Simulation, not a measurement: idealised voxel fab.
Presented below is a process module, voxel self aligned vias.
Section shown: cut. Width: 255 nm. Cell size: 5 nm, square.
Cross-section spec: square-cell grid; bands listed top down; each band is one or more rows. Each band's line starts with the height of the band's top and of its bottom, in nm. Then come its materials from left to right, each with its width in nm. One material with "all across" fills the band from edge to edge. "air" is empty space. Where do heights start? At 0: under that level the wafer as delivered is made of one material only. And the lowest band has no floor; it just carries on downward, as in "from 0 down". A two-number width, for instance "30 to 40", indicates that the width is equal to the first number in the top row of the band and to the second number in the bottom row, and that it changes by a constant amount per row of cells. Take "no alteration" at face value: in the step it is given for, the cross-section changed in none of its cells. Enclosed voids (no open way to top), threshold 8 cells or more, entry "Voids, fully enclosed", notation width x height at distance, distance from left edge, nm. Read whatever lies past the settings on a step's line as the simulator's own remark about the step. What "overlay nm" on a step's line means: if the step has a mask, that mask lay this far to the right of its planned place, or, when the value is negative, to the left.
Process steps - plan:
step 1: op RECEIVE | material Si
step 2: op CONFORMAL_DEP | material SiO2 | thk nm 15
step 3: op CONFORMAL_DEP | material SiCN | thk nm 5
step 4: op DIRECTIONAL_DEP | material SiO2 | thk nm 25
step 5: op PATTERN | tone open | mask id LINES | material resist | width nm 25 | pitch nm 65 | thk nm 20 | overlay nm 0
step 6: op DIRECTIONAL_ETCH | etch materials SiO2 | depth nm 25
step 7: op STRIP | etch materials resist
step 8: op CONFORMAL_DEP | material TiN | thk nm 5
step 9: op FILL_DEP | material W | thk nm 10
step 10: op CMP | height nm 45
step 11: op SELECTIVE_ETCH | etch materials W Ru TiN | depth nm 5
step 12: op FILL_DEP | material SiN | thk nm 10
step 13: op CMP | height nm 45
step 14: op DIRECTIONAL_DEP | material SiO2 | thk nm 20
step 15: op DIRECTIONAL_DEP | material aC | thk nm 15
step 16: op PATTERN | tone open | mask id VIAS | material resist | width nm 45 | pitch nm 65 | thk nm 30 | overlay nm 0
step 17: op DIRECTIONAL_ETCH | etch materials aC | depth nm 15
step 18: op STRIP | etch materials resist
step 19: op DIRECTIONAL_ETCH | etch materials SiO2 | depth nm 20
step 20: op DIRECTIONAL_ETCH | etch materials SiN | depth nm 5
step 21: op STRIP | etch materials aC
step 22: op CONFORMAL_DEP | material TiN | thk nm 5
step 23: op FILL_DEP | material W | thk nm 5
step 24: op CMP | height nm 65
step 25: op CONFORMAL_DEP | material SiN | thk nm 5
First of two wafers: run as planned:
Cross-section of the wafer at receipt, which is the condition after step 1:
- from 0 down: Si all across
- Voids, fully enclosed: none
The wafer in cross-section once step 2 is complete:
- from 15 to 0: SiO2 all across
- Note: structure below 0 unchanged.
The wafer in cross-section once step 3 is complete:
- from 20 to 15: SiCN all across
- Note: structure below 15 unchanged.
The wafer in cross-section once step 4 is complete:
- from 45 to 20: SiO2 all across
- Note: structure below 20 unchanged.
The wafer in cross-section once step 5 is complete:
- from 65 to 45: resist: 50 / air: 25 / resist: 40 / air: 25 / resist: 40 / air: 25 / resist: 50
- Note: structure below 45 unchanged.
The wafer in cross-section once step 6 is complete:
- from 65 to 45: resist: 50 / air: 25 / resist: 40 / air: 25 / resist: 40 / air: 25 / resist: 50
- from 45 to 20: SiO2: 50 / air: 25 / SiO2: 40 / air: 25 / SiO2: 40 / air: 25 / SiO2: 50
- Note: structure below 20 unchanged.
The wafer in cross-section once step 7 is complete:
- from 45 to 20: SiO2: 50 / air: 25 / SiO2: 40 / air: 25 / SiO2: 40 / air: 25 / SiO2: 50
- Note: structure below 20 unchanged.
The wafer in cross-section once step 8 is complete:
- from 50 to 45: TiN: 55 / air: 15 / TiN: 50 / air: 15 / TiN: 50 / air: 15 / TiN: 55
- from 45 to 25: SiO2: 50 / TiN: 5 / air: 15 / TiN: 5 / SiO2: 40 / TiN: 5 / air: 15 / TiN: 5 / SiO2: 40 / TiN: 5 / air: 15 / TiN: 5 / SiO2: 50
- from 25 to 20: SiO2: 50 / TiN: 25 / SiO2: 40 / TiN: 25 / SiO2: 40 / TiN: 25 / SiO2: 50
- Note: structure below 20 unchanged.
The wafer in cross-section once step 9 is complete:
- from 60 to 50: W all across
- from 50 to 45: TiN: 55 / W: 15 / TiN: 50 / W: 15 / TiN: 50 / W: 15 / TiN: 55
- from 45 to 25: SiO2: 50 / TiN: 5 / W: 15 / TiN: 5 / SiO2: 40 / TiN: 5 / W: 15 / TiN: 5 / SiO2: 40 / TiN: 5 / W: 15 / TiN: 5 / SiO2: 50
- Note: structure below 25 unchanged.
The wafer in cross-section once step 10 is complete:
- from 45 to 25: SiO2: 50 / TiN: 5 / W: 15 / TiN: 5 / SiO2: 40 / TiN: 5 / W: 15 / TiN: 5 / SiO2: 40 / TiN: 5 / W: 15 / TiN: 5 / SiO2: 50
- Note: structure below 25 unchanged.
The wafer in cross-section once step 11 is complete:
- from 45 to 40: SiO2: 50 / air: 25 / SiO2: 40 / air: 25 / SiO2: 40 / air: 25 / SiO2: 50
- Note: structure below 40 unchanged.
The wafer in cross-section once step 12 is complete:
- from 55 to 45: SiN all across
- from 45 to 40: SiO2: 50 / SiN: 25 / SiO2: 40 / SiN: 25 / SiO2: 40 / SiN: 25 / SiO2: 50
- Note: structure below 40 unchanged.
The wafer in cross-section once step 13 is complete:
- from 45 to 40: SiO2: 50 / SiN: 25 / SiO2: 40 / SiN: 25 / SiO2: 40 / SiN: 25 / SiO2: 50
- Note: structure below 40 unchanged.
The wafer in cross-section once step 14 is complete:
- from 65 to 45: SiO2 all across
- Note: structure below 45 unchanged.
The wafer in cross-section once step 15 is complete:
- from 80 to 65: aC all across
- Note: structure below 65 unchanged.
The wafer in cross-section once step 16 is complete:
- from 110 to 80: resist: 40 / air: 45 / resist: 20 / air: 45 / resist: 20 / air: 45 / resist: 40
- Note: structure below 80 unchanged.
The wafer in cross-section once step 17 is complete:
- from 95 to 80: resist: 40 / air: 45 / resist: 20 / air: 45 / resist: 20 / air: 45 / resist: 40
- from 80 to 65: aC: 40 / air: 45 / aC: 20 / air: 45 / aC: 20 / air: 45 / aC: 40
- Note: structure below 65 unchanged.
The wafer in cross-section once step 18 is complete:
- from 80 to 65: aC: 40 / air: 45 / aC: 20 / air: 45 / aC: 20 / air: 45 / aC: 40
- Note: structure below 65 unchanged.
The wafer in cross-section once step 19 is complete:
- from 80 to 65: aC: 40 / air: 45 / aC: 20 / air: 45 / aC: 20 / air: 45 / aC: 40
- from 65 to 45: SiO2: 40 / air: 45 / SiO2: 20 / air: 45 / SiO2: 20 / air: 45 / SiO2: 40
- Note: structure below 45 unchanged.
The wafer in cross-section once step 20 is complete:
- from 80 to 65: aC: 40 / air: 45 / aC: 20 / air: 45 / aC: 20 / air: 45 / aC: 40
- from 65 to 45: SiO2: 40 / air: 45 / SiO2: 20 / air: 45 / SiO2: 20 / air: 45 / SiO2: 40
- from 45 to 40: SiO2: 50 / air: 25 / SiO2: 40 / air: 25 / SiO2: 40 / air: 25 / SiO2: 50
- Note: structure below 40 unchanged.
The wafer in cross-section once step 21 is complete:
- from 65 to 45: SiO2: 40 / air: 45 / SiO2: 20 / air: 45 / SiO2: 20 / air: 45 / SiO2: 40
- Note: structure below 45 unchanged.
The wafer in cross-section once step 22 is complete:
- from 70 to 65: TiN: 45 / air: 35 / TiN: 30 / air: 35 / TiN: 30 / air: 35 / TiN: 45
- from 65 to 50: SiO2: 40 / TiN: 5 / air: 35 / TiN: 5 / SiO2: 20 / TiN: 5 / air: 35 / TiN: 5 / SiO2: 20 / TiN: 5 / air: 35 / TiN: 5 / SiO2: 40
- from 50 to 45: SiO2: 40 / TiN: 15 / air: 15 / TiN: 15 / SiO2: 20 / TiN: 15 / air: 15 / TiN: 15 / SiO2: 20 / TiN: 15 / air: 15 / TiN: 15 / SiO2: 40
- from 45 to 40: SiO2: 50 / TiN: 25 / SiO2: 40 / TiN: 25 / SiO2: 40 / TiN: 25 / SiO2: 50
- Note: structure below 40 unchanged.
The wafer in cross-section once step 23 is complete:
- from 75 to 70: W all across
- from 70 to 65: TiN: 45 / W: 35 / TiN: 30 / W: 35 / TiN: 30 / W: 35 / TiN: 45
- from 65 to 50: SiO2: 40 / TiN: 5 / W: 35 / TiN: 5 / SiO2: 20 / TiN: 5 / W: 35 / TiN: 5 / SiO2: 20 / TiN: 5 / W: 35 / TiN: 5 / SiO2: 40
- from 50 to 45: SiO2: 40 / TiN: 15 / W: 15 / TiN: 15 / SiO2: 20 / TiN: 15 / W: 15 / TiN: 15 / SiO2: 20 / TiN: 15 / W: 15 / TiN: 15 / SiO2: 40
- Note: structure below 45 unchanged.
The wafer in cross-section once step 24 is complete:
- from 65 to 50: SiO2: 40 / TiN: 5 / W: 35 / TiN: 5 / SiO2: 20 / TiN: 5 / W: 35 / TiN: 5 / SiO2: 20 / TiN: 5 / W: 35 / TiN: 5 / SiO2: 40
- Note: structure below 50 unchanged.
The wafer in cross-section once step 25 is complete:
- from 70 to 65: SiN all across
- Note: structure below 65 unchanged.
Second wafer, same starting conditions and recipe as the first, one mistake in executing it, nothing differs from the first up to and including step 2:
Cross-section of the second wafer at the time step 3 of the plan should have ended:
- from 20 to 15: Ru all across
- Note: structure below 15 unchanged.
Cross-section of the second wafer at the time step 4 of the plan should have ended:
- from 45 to 20: SiO2 all across
- Note: structure below 20 unchanged.
Cross-section of the second wafer at the time step 5 of the plan should have ended:
- from 65 to 45: resist: 50 / air: 25 / resist: 40 / air: 25 / resist: 40 / air: 25 / resist: 50
- Note: structure below 45 unchanged.
Cross-section of the second wafer at the time step 6 of the plan should have ended:
- from 65 to 45: resist: 50 / air: 25 / resist: 40 / air: 25 / resist: 40 / air: 25 / resist: 50
- from 45 to 20: SiO2: 50 / air: 25 / SiO2: 40 / air: 25 / SiO2: 40 / air: 25 / SiO2: 50
- Note: structure below 20 unchanged.
Cross-section of the second wafer at the time step 7 of the plan should have ended:
- from 45 to 20: SiO2: 50 / air: 25 / SiO2: 40 / air: 25 / SiO2: 40 / air: 25 / SiO2: 50
- Note: structure below 20 unchanged.
Cross-section of the second wafer at the time step 8 of the plan should have ended:
- from 50 to 45: TiN: 55 / air: 15 / TiN: 50 / air: 15 / TiN: 50 / air: 15 / TiN: 55
- from 45 to 25: SiO2: 50 / TiN: 5 / air: 15 / TiN: 5 / SiO2: 40 / TiN: 5 / air: 15 / TiN: 5 / SiO2: 40 / TiN: 5 / air: 15 / TiN: 5 / SiO2: 50
- from 25 to 20: SiO2: 50 / TiN: 25 / SiO2: 40 / TiN: 25 / SiO2: 40 / TiN: 25 / SiO2: 50
- Note: structure below 20 unchanged.
Cross-section of the second wafer at the time step 9 of the plan should have ended:
- from 60 to 50: W all across
- from 50 to 45: TiN: 55 / W: 15 / TiN: 50 / W: 15 / TiN: 50 / W: 15 / TiN: 55
- from 45 to 25: SiO2: 50 / TiN: 5 / W: 15 / TiN: 5 / SiO2: 40 / TiN: 5 / W: 15 / TiN: 5 / SiO2: 40 / TiN: 5 / W: 15 / TiN: 5 / SiO2: 50
- Note: structure below 25 unchanged.
Cross-section of the second wafer at the time step 10 of the plan should have ended:
- from 45 to 25: SiO2: 50 / TiN: 5 / W: 15 / TiN: 5 / SiO2: 40 / TiN: 5 / W: 15 / TiN: 5 / SiO2: 40 / TiN: 5 / W: 15 / TiN: 5 / SiO2: 50
- Note: structure below 25 unchanged.
Cross-section of the second wafer at the time step 11 of the plan should have ended:
- from 45 to 40: SiO2: 50 / air: 25 / SiO2: 40 / air: 25 / SiO2: 40 / air: 25 / SiO2: 50
- Note: structure below 40 unchanged.
Cross-section of the second wafer at the time step 12 of the plan should have ended:
- from 55 to 45: SiN all across
- from 45 to 40: SiO2: 50 / SiN: 25 / SiO2: 40 / SiN: 25 / SiO2: 40 / SiN: 25 / SiO2: 50
- Note: structure below 40 unchanged.
Cross-section of the second wafer at the time step 13 of the plan should have ended:
- from 45 to 40: SiO2: 50 / SiN: 25 / SiO2: 40 / SiN: 25 / SiO2: 40 / SiN: 25 / SiO2: 50
- Note: structure below 40 unchanged.
Cross-section of the second wafer at the time step 14 of the plan should have ended:
- from 65 to 45: SiO2 all across
- Note: structure below 45 unchanged.
Cross-section of the second wafer at the time step 15 of the plan should have ended:
- from 80 to 65: aC all across
- Note: structure below 65 unchanged.
Cross-section of the second wafer at the time step 16 of the plan should have ended:
- from 110 to 80: resist: 40 / air: 45 / resist: 20 / air: 45 / resist: 20 / air: 45 / resist: 40
- Note: structure below 80 unchanged.
Cross-section of the second wafer at the time step 17 of the plan should have ended:
- from 95 to 80: resist: 40 / air: 45 / resist: 20 / air: 45 / resist: 20 / air: 45 / resist: 40
- from 80 to 65: aC: 40 / air: 45 / aC: 20 / air: 45 / aC: 20 / air: 45 / aC: 40
- Note: structure below 65 unchanged.
Cross-section of the second wafer at the time step 18 of the plan should have ended:
- from 80 to 65: aC: 40 / air: 45 / aC: 20 / air: 45 / aC: 20 / air: 45 / aC: 40
- Note: structure below 65 unchanged.
Cross-section of the second wafer at the time step 19 of the plan should have ended:
- from 80 to 65: aC: 40 / air: 45 / aC: 20 / air: 45 / aC: 20 / air: 45 / aC: 40
- from 65 to 45: SiO2: 40 / air: 45 / SiO2: 20 / air: 45 / SiO2: 20 / air: 45 / SiO2: 40
- Note: structure below 45 unchanged.
Cross-section of the second wafer at the time step 20 of the plan should have ended:
- from 80 to 65: aC: 40 / air: 45 / aC: 20 / air: 45 / aC: 20 / air: 45 / aC: 40
- from 65 to 45: SiO2: 40 / air: 45 / SiO2: 20 / air: 45 / SiO2: 20 / air: 45 / SiO2: 40
- from 45 to 40: SiO2: 50 / air: 25 / SiO2: 40 / air: 25 / SiO2: 40 / air: 25 / SiO2: 50
- Note: structure below 40 unchanged.
Cross-section of the second wafer at the time step 21 of the plan should have ended:
- from 65 to 45: SiO2: 40 / air: 45 / SiO2: 20 / air: 45 / SiO2: 20 / air: 45 / SiO2: 40
- Note: structure below 45 unchanged.
Cross-section of the second wafer at the time step 22 of the plan should have ended:
- from 70 to 65: TiN: 45 / air: 35 / TiN: 30 / air: 35 / TiN: 30 / air: 35 / TiN: 45
- from 65 to 50: SiO2: 40 / TiN: 5 / air: 35 / TiN: 5 / SiO2: 20 / TiN: 5 / air: 35 / TiN: 5 / SiO2: 20 / TiN: 5 / air: 35 / TiN: 5 / SiO2: 40
- from 50 to 45: SiO2: 40 / TiN: 15 / air: 15 / TiN: 15 / SiO2: 20 / TiN: 15 / air: 15 / TiN: 15 / SiO2: 20 / TiN: 15 / air: 15 / TiN: 15 / SiO2: 40
- from 45 to 40: SiO2: 50 / TiN: 25 / SiO2: 40 / TiN: 25 / SiO2: 40 / TiN: 25 / SiO2: 50
- Note: structure below 40 unchanged.
Cross-section of the second wafer at the time step 23 of the plan should have ended:
- from 75 to 70: W all across
- from 70 to 65: TiN: 45 / W: 35 / TiN: 30 / W: 35 / TiN: 30 / W: 35 / TiN: 45
- from 65 to 50: SiO2: 40 / TiN: 5 / W: 35 / TiN: 5 / SiO2: 20 / TiN: 5 / W: 35 / TiN: 5 / SiO2: 20 / TiN: 5 / W: 35 / TiN: 5 / SiO2: 40
- from 50 to 45: SiO2: 40 / TiN: 15 / W: 15 / TiN: 15 / SiO2: 20 / TiN: 15 / W: 15 / TiN: 15 / SiO2: 20 / TiN: 15 / W: 15 / TiN: 15 / SiO2: 40
- Note: structure below 45 unchanged.
Cross-section of the second wafer at the time step 24 of the plan should have ended:
- from 65 to 50: SiO2: 40 / TiN: 5 / W: 35 / TiN: 5 / SiO2: 20 / TiN: 5 / W: 35 / TiN: 5 / SiO2: 20 / TiN: 5 / W: 35 / TiN: 5 / SiO2: 40
- Note: structure below 50 unchanged.
Cross-section of the second wafer at the time step 25 of the plan should have ended:
- from 70 to 65: SiN all across
- Note: structure below 65 unchanged.
Diagnosis: step 3 was not run as planned; what actually ran was op CONFORMAL_DEP | material Ru | thk nm 5
Once processing is complete, comparing cell counts shows that the second wafer has more or fewer of certain materials than the first: 51 more of Ru; 51 fewer of SiCN
